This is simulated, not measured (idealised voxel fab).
This is a process module. Its name is voxel capacitor over wiring.
This is section cut - it's 235 nm across, gridded in 5 nm square cells.
Cross-section, as written here: a square-cell grid given band by band from the top down, where a band holds one or more rows of cells.
Look at the band entry: it leads with the top's height and the bottom's height in nm. Then it lists the materials left to right, with a width in nm for each. The word "throughout" on a single material says that material fills the band edge to edge. The word "empty" is empty space.
Heads up on the height convention: 0 is the point under which the incoming wafer is all one material, and the lowest band has no bottom, it just keeps going down, like "0 and below".
Width spec "30->40" -> top row of cells at first value, bottom row at second value, equal per-row change in between.
"nothing different" -> step changed no cross-section cell.
Look at "Enclosed voids" for the closed voids: empty spaces with no open path to the top, sized 8 cells or up. Each is width x height at distance, distance from the left edge, all nm.
Where a step's line continues beyond its settings, the continuation is a remark by the simulator itself on that step.
overlay nm: where the mask lay relative to plan, measured to the right, on steps with a mask; negatives go left.

[Planned process steps]
step 1: op RECEIVE | material Si
step 2: op CONFORMAL_DEP | material SiO2 | thk nm 15
step 3: op CONFORMAL_DEP | material SiCN | thk nm 5
step 4: op DIRECTIONAL_DEP | material lowk | thk nm 20
step 5: op DIRECTIONAL_DEP | material aC | thk nm 10
step 6: op PATTERN | tone open | mask id METAL_1 | material resist | width nm 25 | pitch nm 85 | thk nm 25 | overlay nm 0
step 7: op DIRECTIONAL_ETCH | etch materials aC | depth nm 10
step 8: op STRIP | etch materials resist
step 9: op DIRECTIONAL_ETCH | etch materials lowk | depth nm 20
step 10: op DIRECTIONAL_ETCH | etch materials SiCN | depth nm 5
step 11: op STRIP | etch materials aC
step 12: op CONFORMAL_DEP | material TiN | thk nm 5
step 13: op FILL_DEP | material Cu | thk nm 10
step 14: op CMP | height nm 40
step 15: op CONFORMAL_DEP | material SiCN | thk nm 5
step 16: op DIRECTIONAL_DEP | material SiO2 | thk nm 15
step 17: op PATTERN | tone open | mask id PLUG_1 | material resist | width nm 15 | thk nm 20 | overlay nm 0
step 18: op DIRECTIONAL_ETCH | etch materials SiO2 | depth nm 15
step 19: op DIRECTIONAL_ETCH | etch materials SiCN | depth nm 5
step 20: op STRIP | etch materials resist
step 21: op CONFORMAL_DEP | material TiN | thk nm 5
step 22: op FILL_DEP | material Ru | thk nm 10
step 23: op CMP | height nm 60
step 24: op DIRECTIONAL_DEP | material TiN | thk nm 5
step 25: op DIRECTIONAL_DEP | material HfO2 | thk nm 5
step 26: op DIRECTIONAL_DEP | material TiN | thk nm 5
step 27: op PATTERN | tone cover | mask id UPPER_PLATE | material resist | width nm 65 | thk nm 20 | overlay nm 0
step 28: op DIRECTIONAL_ETCH | etch materials TiN | depth nm 5
step 29: op DIRECTIONAL_ETCH | etch materials HfO2 | depth nm 5
step 30: op STRIP | etch materials resist
step 31: op MASKED_ETCH | tone cover | mask id LOWER_PLATE | width nm 75 | etch materials TiN | depth nm 5 | overlay nm 0
step 32: op FILL_DEP | material SiO2 | thk nm 15
step 33: op CMP | height nm 85
step 34: op PATTERN | tone open | mask id PLUG_2 | material resist | width nm 15 | thk nm 20 | overlay nm 0
step 35: op DIRECTIONAL_ETCH | etch materials SiO2 | depth nm 10
step 36: op STRIP | etch materials resist
step 37: op CONFORMAL_DEP | material TiN | thk nm 5
step 38: op FILL_DEP | material W | thk nm 5
step 39: op CMP | height nm 85
step 40: op CONFORMAL_DEP | material SiN | thk nm 5

[Concerning the first of two wafers, which was run in accordance with the plan]

[Cross-section of the incoming wafer, state after step 1]
    0 and below | Si throughout
    Enclosed voids: none

[After step 2, in cross-section]
    15 down to 0 | SiO2 throughout
    For the remainder of the cross-section, below 0, there is no change.

[After step 3, in cross-section]
    20 down to 15 | SiCN throughout
    For the remainder of the cross-section, below 15, there is no change.

[After step 4, in cross-section]
    40 down to 20 | lowk throughout
    For the remainder of the cross-section, below 20, there is no change.

[After step 5, in cross-section]
    50 down to 40 | aC throughout
    For the remainder of the cross-section, below 40, there is no change.

[After step 6, in cross-section]
    75 down to 50 | resist: 60 | empty: 25 | resist: 60 | empty: 25 | resist: 65
    For the remainder of the cross-section, below 50, there is no change.

[After step 7, in cross-section]
    65 down to 50 | resist: 60 | empty: 25 | resist: 60 | empty: 25 | resist: 65
    50 down to 40 | aC: 60 | empty: 25 | aC: 60 | empty: 25 | aC: 65
    For the remainder of the cross-section, below 40, there is no change.

[After step 8, in cross-section]
    50 down to 40 | aC: 60 | empty: 25 | aC: 60 | empty: 25 | aC: 65
    For the remainder of the cross-section, below 40, there is no change.

[After step 9, in cross-section]
    50 down to 40 | aC: 60 | empty: 25 | aC: 60 | empty: 25 | aC: 65
    40 down to 20 | lowk: 60 | empty: 25 | lowk: 60 | empty: 25 | lowk: 65
    For the remainder of the cross-section, below 20, there is no change.

[After step 10, in cross-section]
    50 down to 40 | aC: 60 | empty: 25 | aC: 60 | empty: 25 | aC: 65
    40 down to 20 | lowk: 60 | empty: 25 | lowk: 60 | empty: 25 | lowk: 65
    20 down to 15 | SiCN: 60 | empty: 25 | SiCN: 60 | empty: 25 | SiCN: 65
    For the remainder of the cross-section, below 15, there is no change.

[After step 11, in cross-section]
    40 down to 20 | lowk: 60 | empty: 25 | lowk: 60 | empty: 25 | lowk: 65
    For the remainder of the cross-section, below 20, there is no change.

[After step 12, in cross-section]
    45 down to 40 | TiN: 65 | empty: 15 | TiN: 70 | empty: 15 | TiN: 70
    40 down to 20 | lowk: 60 | TiN: 5 | empty: 15 | TiN: 5 | lowk: 60 | TiN: 5 | empty: 15 | TiN: 5 | lowk: 65
    20 down to 15 | SiCN: 60 | TiN: 25 | SiCN: 60 | TiN: 25 | SiCN: 65
    For the remainder of the cross-section, below 15, there is no change.

[After step 13, in cross-section]
    55 down to 45 | Cu throughout
    45 down to 40 | TiN: 65 | Cu: 15 | TiN: 70 | Cu: 15 | TiN: 70
    40 down to 20 | lowk: 60 | TiN: 5 | Cu: 15 | TiN: 5 | lowk: 60 | TiN: 5 | Cu: 15 | TiN: 5 | lowk: 65
    For the remainder of the cross-section, below 20, there is no change.

[After step 14, in cross-section]
    40 down to 20 | lowk: 60 | TiN: 5 | Cu: 15 | TiN: 5 | lowk: 60 | TiN: 5 | Cu: 15 | TiN: 5 | lowk: 65
    For the remainder of the cross-section, below 20, there is no change.

[After step 15, in cross-section]
    45 down to 40 | SiCN throughout
    For the remainder of the cross-section, below 40, there is no change.

[After step 16, in cross-section]
    60 down to 45 | SiO2 throughout
    For the remainder of the cross-section, below 45, there is no change.

[After step 17, in cross-section]
    80 down to 60 | resist: 70 | empty: 15 | resist: 150
    For the remainder of the cross-section, below 60, there is no change.

[After step 18, in cross-section]
    80 down to 60 | resist: 70 | empty: 15 | resist: 150
    60 down to 45 | SiO2: 70 | empty: 15 | SiO2: 150
    For the remainder of the cross-section, below 45, there is no change.

[After step 19, in cross-section]
    80 down to 60 | resist: 70 | empty: 15 | resist: 150
    60 down to 45 | SiO2: 70 | empty: 15 | SiO2: 150
    45 down to 40 | SiCN: 70 | empty: 15 | SiCN: 150
    For the remainder of the cross-section, below 40, there is no change.

[After step 20, in cross-section]
    60 down to 45 | SiO2: 70 | empty: 15 | SiO2: 150
    For the remainder of the cross-section, below 45, there is no change.

[After step 21, in cross-section]
    65 down to 60 | TiN: 75 | empty: 5 | TiN: 155
    60 down to 45 | SiO2: 70 | TiN: 5 | empty: 5 | TiN: 5 | SiO2: 150
    45 down to 40 | SiCN: 70 | TiN: 15 | SiCN: 150
    For the remainder of the cross-section, below 40, there is no change.

[After step 22, in cross-section]
    75 down to 65 | Ru throughout
    65 down to 60 | TiN: 75 | Ru: 5 | TiN: 155
    60 down to 45 | SiO2: 70 | TiN: 5 | Ru: 5 | TiN: 5 | SiO2: 150
    For the remainder of the cross-section, below 45, there is no change.

[After step 23, in cross-section]
    60 down to 45 | SiO2: 70 | TiN: 5 | Ru: 5 | TiN: 5 | SiO2: 150
    For the remainder of the cross-section, below 45, there is no change.

[After step 24, in cross-section]
    65 down to 60 | TiN throughout
    For the remainder of the cross-section, below 60, there is no change.

[After step 25, in cross-section]
    70 down to 65 | HfO2 throughout
    For the remainder of the cross-section, below 65, there is no change.

[After step 26, in cross-section]
    75 down to 70 | TiN throughout
    For the remainder of the cross-section, below 70, there is no change.

[After step 27, in cross-section]
    95 down to 75 | empty: 70 | resist: 65 | empty: 100
    For the remainder of the cross-section, below 75, there is no change.

[After step 28, in cross-section]
    95 down to 75 | empty: 70 | resist: 65 | empty: 100
    75 down to 70 | empty: 70 | TiN: 65 | empty: 100
    For the remainder of the cross-section, below 70, there is no change.

[After step 29, in cross-section]
    95 down to 75 | empty: 70 | resist: 65 | empty: 100
    75 down to 70 | empty: 70 | TiN: 65 | empty: 100
    70 down to 65 | empty: 70 | HfO2: 65 | empty: 100
    For the remainder of the cross-section, below 65, there is no change.

[After step 30, in cross-section]
    75 down to 70 | empty: 70 | TiN: 65 | empty: 100
    For the remainder of the cross-section, below 70, there is no change.

[After step 31, in cross-section]
    75 down to 70 | empty: 70 | TiN: 65 | empty: 100
    70 down to 65 | empty: 70 | HfO2: 65 | empty: 100
    65 down to 60 | empty: 65 | TiN: 75 | empty: 95
    For the remainder of the cross-section, below 60, there is no change.

[After step 32, in cross-section]
    90 down to 75 | SiO2 throughout
    75 down to 70 | SiO2: 70 | TiN: 65 | SiO2: 100
    70 down to 65 | SiO2: 70 | HfO2: 65 | SiO2: 100
    65 down to 60 | SiO2: 65 | TiN: 75 | SiO2: 95
    For the remainder of the cross-section, below 60, there is no change.

[After step 33, in cross-section]
    85 down to 75 | SiO2 throughout
    For the remainder of the cross-section, below 75, there is no change.

[After step 34, in cross-section]
    105 down to 85 | resist: 80 | empty: 15 | resist: 140
    For the remainder of the cross-section, below 85, there is no change.

[After step 35, in cross-section]
    105 down to 85 | resist: 80 | empty: 15 | resist: 140
    85 down to 75 | SiO2: 80 | empty: 15 | SiO2: 140
    For the remainder of the cross-section, below 75, there is no change.

[After step 36, in cross-section]
    85 down to 75 | SiO2: 80 | empty: 15 | SiO2: 140
    For the remainder of the cross-section, below 75, there is no change.

[After step 37, in cross-section]
    90 down to 85 | TiN: 85 | empty: 5 | TiN: 145
    85 down to 80 | SiO2: 80 | TiN: 5 | empty: 5 | TiN: 5 | SiO2: 140
    80 down to 70 | SiO2: 80->70 | TiN: 15->65 | SiO2: 140->100
    For the remainder of the cross-section, below 70, there is no change.

[After step 38, in cross-section]
    95 down to 90 | W throughout
    90 down to 85 | TiN: 85 | W: 5 | TiN: 145
    85 down to 80 | SiO2: 80 | TiN: 5 | W: 5 | TiN: 5 | SiO2: 140
    For the remainder of the cross-section, below 80, there is no change.

[After step 39, in cross-section]
    85 down to 80 | SiO2: 80 | TiN: 5 | W: 5 | TiN: 5 | SiO2: 140
    For the remainder of the cross-section, below 80, there is no change.

[After step 40, in cross-section]
    90 down to 85 | SiN throughout
    For the remainder of the cross-section, below 85, there is no change.

[Regarding the second of the two wafers: it shared the first wafer's starting condition and process plan, yet one error occurred during its execution. Its history coincides with that of the first wafer up to and including step 1]

[Cross-section of the second wafer corresponding to the planned conclusion of step 2]
    30 down to 0 | SiO2 throughout
    For the remainder of the cross-section, below 0, there is no change.

[Cross-section of the second wafer corresponding to the planned conclusion of step 3]
    35 down to 30 | SiCN throughout
    For the remainder of the cross-section, below 30, there is no change.

[Cross-section of the second wafer corresponding to the planned conclusion of step 4]
    55 down to 35 | lowk throughout
    For the remainder of the cross-section, below 35, there is no change.

[Cross-section of the second wafer corresponding to the planned conclusion of step 5]
    65 down to 55 | aC throughout
    For the remainder of the cross-section, below 55, there is no change.

[Cross-section of the second wafer corresponding to the planned conclusion of step 6]
    90 down to 65 | resist: 60 | empty: 25 | resist: 60 | empty: 25 | resist: 65
    For the remainder of the cross-section, below 65, there is no change.

[Cross-section of the second wafer corresponding to the planned conclusion of step 7]
    80 down to 65 | resist: 60 | empty: 25 | resist: 60 | empty: 25 | resist: 65
    65 down to 55 | aC: 60 | empty: 25 | aC: 60 | empty: 25 | aC: 65
    For the remainder of the cross-section, below 55, there is no change.

[Cross-section of the second wafer corresponding to the planned conclusion of step 8]
    65 down to 55 | aC: 60 | empty: 25 | aC: 60 | empty: 25 | aC: 65
    For the remainder of the cross-section, below 55, there is no change.

[Cross-section of the second wafer corresponding to the planned conclusion of step 9]
    65 down to 55 | aC: 60 | empty: 25 | aC: 60 | empty: 25 | aC: 65
    55 down to 35 | lowk: 60 | empty: 25 | lowk: 60 | empty: 25 | lowk: 65
    For the remainder of the cross-section, below 35, there is no change.

[Cross-section of the second wafer corresponding to the planned conclusion of step 10]
    65 down to 55 | aC: 60 | empty: 25 | aC: 60 | empty: 25 | aC: 65
    55 down to 35 | lowk: 60 | empty: 25 | lowk: 60 | empty: 25 | lowk: 65
    35 down to 30 | SiCN: 60 | empty: 25 | SiCN: 60 | empty: 25 | SiCN: 65
    For the remainder of the cross-section, below 30, there is no change.

[Cross-section of the second wafer corresponding to the planned conclusion of step 11]
    55 down to 35 | lowk: 60 | empty: 25 | lowk: 60 | empty: 25 | lowk: 65
    For the remainder of the cross-section, below 35, there is no change.

[Cross-section of the second wafer corresponding to the planned conclusion of step 12]
    60 down to 55 | TiN: 65 | empty: 15 | TiN: 70 | empty: 15 | TiN: 70
    55 down to 35 | lowk: 60 | TiN: 5 | empty: 15 | TiN: 5 | lowk: 60 | TiN: 5 | empty: 15 | TiN: 5 | lowk: 65
    35 down to 30 | SiCN: 60 | TiN: 25 | SiCN: 60 | TiN: 25 | SiCN: 65
    For the remainder of the cross-section, below 30, there is no change.

[Cross-section of the second wafer corresponding to the planned conclusion of step 13]
    70 down to 60 | Cu throughout
    60 down to 55 | TiN: 65 | Cu: 15 | TiN: 70 | Cu: 15 | TiN: 70
    55 down to 35 | lowk: 60 | TiN: 5 | Cu: 15 | TiN: 5 | lowk: 60 | TiN: 5 | Cu: 15 | TiN: 5 | lowk: 65
    For the remainder of the cross-section, below 35, there is no change.

[Cross-section of the second wafer corresponding to the planned conclusion of step 14]
    40 down to 35 | lowk: 60 | TiN: 5 | Cu: 15 | TiN: 5 | lowk: 60 | TiN: 5 | Cu: 15 | TiN: 5 | lowk: 65
    For the remainder of the cross-section, below 35, there is no change.

[Cross-section of the second wafer corresponding to the planned conclusion of step 15]
    45 down to 40 | SiCN throughout
    For the remainder of the cross-section, below 40, there is no change.

[Cross-section of the second wafer corresponding to the planned conclusion of step 16]
    60 down to 45 | SiO2 throughout
    For the remainder of the cross-section, below 45, there is no change.

[Cross-section of the second wafer corresponding to the planned conclusion of step 17]
    80 down to 60 | resist: 70 | empty: 15 | resist: 150
    For the remainder of the cross-section, below 60, there is no change.

[Cross-section of the second wafer corresponding to the planned conclusion of step 18]
    80 down to 60 | resist: 70 | empty: 15 | resist: 150
    60 down to 45 | SiO2: 70 | empty: 15 | SiO2: 150
    For the remainder of the cross-section, below 45, there is no change.

[Cross-section of the second wafer corresponding to the planned conclusion of step 19]
    80 down to 60 | resist: 70 | empty: 15 | resist: 150
    60 down to 45 | SiO2: 70 | empty: 15 | SiO2: 150
    45 down to 40 | SiCN: 70 | empty: 15 | SiCN: 150
    For the remainder of the cross-section, below 40, there is no change.

[Cross-section of the second wafer corresponding to the planned conclusion of step 20]
    60 down to 45 | SiO2: 70 | empty: 15 | SiO2: 150
    For the remainder of the cross-section, below 45, there is no change.

[Cross-section of the second wafer corresponding to the planned conclusion of step 21]
    65 down to 60 | TiN: 75 | empty: 5 | TiN: 155
    60 down to 45 | SiO2: 70 | TiN: 5 | empty: 5 | TiN: 5 | SiO2: 150
    45 down to 40 | SiCN: 70 | TiN: 15 | SiCN: 150
    For the remainder of the cross-section, below 40, there is no change.

[Cross-section of the second wafer corresponding to the planned conclusion of step 22]
    75 down to 65 | Ru throughout
    65 down to 60 | TiN: 75 | Ru: 5 | TiN: 155
    60 down to 45 | SiO2: 70 | TiN: 5 | Ru: 5 | TiN: 5 | SiO2: 150
    For the remainder of the cross-section, below 45, there is no change.

[Cross-section of the second wafer corresponding to the planned conclusion of step 23]
    60 down to 45 | SiO2: 70 | TiN: 5 | Ru: 5 | TiN: 5 | SiO2: 150
    For the remainder of the cross-section, below 45, there is no change.

[Cross-section of the second wafer corresponding to the planned conclusion of step 24]
    65 down to 60 | TiN throughout
    For the remainder of the cross-section, below 60, there is no change.

[Cross-section of the second wafer corresponding to the planned conclusion of step 25]
    70 down to 65 | HfO2 throughout
    For the remainder of the cross-section, below 65, there is no change.

[Cross-section of the second wafer corresponding to the planned conclusion of step 26]
    75 down to 70 | TiN throughout
    For the remainder of the cross-section, below 70, there is no change.

[Cross-section of the second wafer corresponding to the planned conclusion of step 27]
    95 down to 75 | empty: 70 | resist: 65 | empty: 100
    For the remainder of the cross-section, below 75, there is no change.

[Cross-section of the second wafer corresponding to the planned conclusion of step 28]
    95 down to 75 | empty: 70 | resist: 65 | empty: 100
    75 down to 70 | empty: 70 | TiN: 65 | empty: 100
    For the remainder of the cross-section, below 70, there is no change.

[Cross-section of the second wafer corresponding to the planned conclusion of step 29]
    95 down to 75 | empty: 70 | resist: 65 | empty: 100
    75 down to 70 | empty: 70 | TiN: 65 | empty: 100
    70 down to 65 | empty: 70 | HfO2: 65 | empty: 100
    For the remainder of the cross-section, below 65, there is no change.

[Cross-section of the second wafer corresponding to the planned conclusion of step 30]
    75 down to 70 | empty: 70 | TiN: 65 | empty: 100
    For the remainder of the cross-section, below 70, there is no change.

[Cross-section of the second wafer corresponding to the planned conclusion of step 31]
    75 down to 70 | empty: 70 | TiN: 65 | empty: 100
    70 down to 65 | empty: 70 | HfO2: 65 | empty: 100
    65 down to 60 | empty: 65 | TiN: 75 | empty: 95
    For the remainder of the cross-section, below 60, there is no change.

[Cross-section of the second wafer corresponding to the planned conclusion of step 32]
    90 down to 75 | SiO2 throughout
    75 down to 70 | SiO2: 70 | TiN: 65 | SiO2: 100
    70 down to 65 | SiO2: 70 | HfO2: 65 | SiO2: 100
    65 down to 60 | SiO2: 65 | TiN: 75 | SiO2: 95
    For the remainder of the cross-section, below 60, there is no change.

[Cross-section of the second wafer corresponding to the planned conclusion of step 33]
    85 down to 75 | SiO2 throughout
    For the remainder of the cross-section, below 75, there is no change.

[Cross-section of the second wafer corresponding to the planned conclusion of step 34]
    105 down to 85 | resist: 80 | empty: 15 | resist: 140
    For the remainder of the cross-section, below 85, there is no change.

[Cross-section of the second wafer corresponding to the planned conclusion of step 35]
    105 down to 85 | resist: 80 | empty: 15 | resist: 140
    85 down to 75 | SiO2: 80 | empty: 15 | SiO2: 140
    For the remainder of the cross-section, below 75, there is no change.

[Cross-section of the second wafer corresponding to the planned conclusion of step 36]
    85 down to 75 | SiO2: 80 | empty: 15 | SiO2: 140
    For the remainder of the cross-section, below 75, there is no change.

[Cross-section of the second wafer corresponding to the planned conclusion of step 37]
    90 down to 85 | TiN: 85 | empty: 5 | TiN: 145
    85 down to 80 | SiO2: 80 | TiN: 5 | empty: 5 | TiN: 5 | SiO2: 140
    80 down to 70 | SiO2: 80->70 | TiN: 15->65 | SiO2: 140->100
    For the remainder of the cross-section, below 70, there is no change.

[Cross-section of the second wafer corresponding to the planned conclusion of step 38]
    95 down to 90 | W throughout
    90 down to 85 | TiN: 85 | W: 5 | TiN: 145
    85 down to 80 | SiO2: 80 | TiN: 5 | W: 5 | TiN: 5 | SiO2: 140
    For the remainder of the cross-section, below 80, there is no change.

[Cross-section of the second wafer corresponding to the planned conclusion of step 39]
    85 down to 80 | SiO2: 80 | TiN: 5 | W: 5 | TiN: 5 | SiO2: 140
    For the remainder of the cross-section, below 80, there is no change.

[Cross-section of the second wafer corresponding to the planned conclusion of step 40]
    90 down to 85 | SiN throughout
    For the remainder of the cross-section, below 85, there is no change.
So what did we get wrong on this run? in the plan, step 2 was performed twice
Count the cells at the end and the second wafer has more or fewer of some materials than the first: Cu -18 | SiO2 +141 | TiN -12 | lowk -111
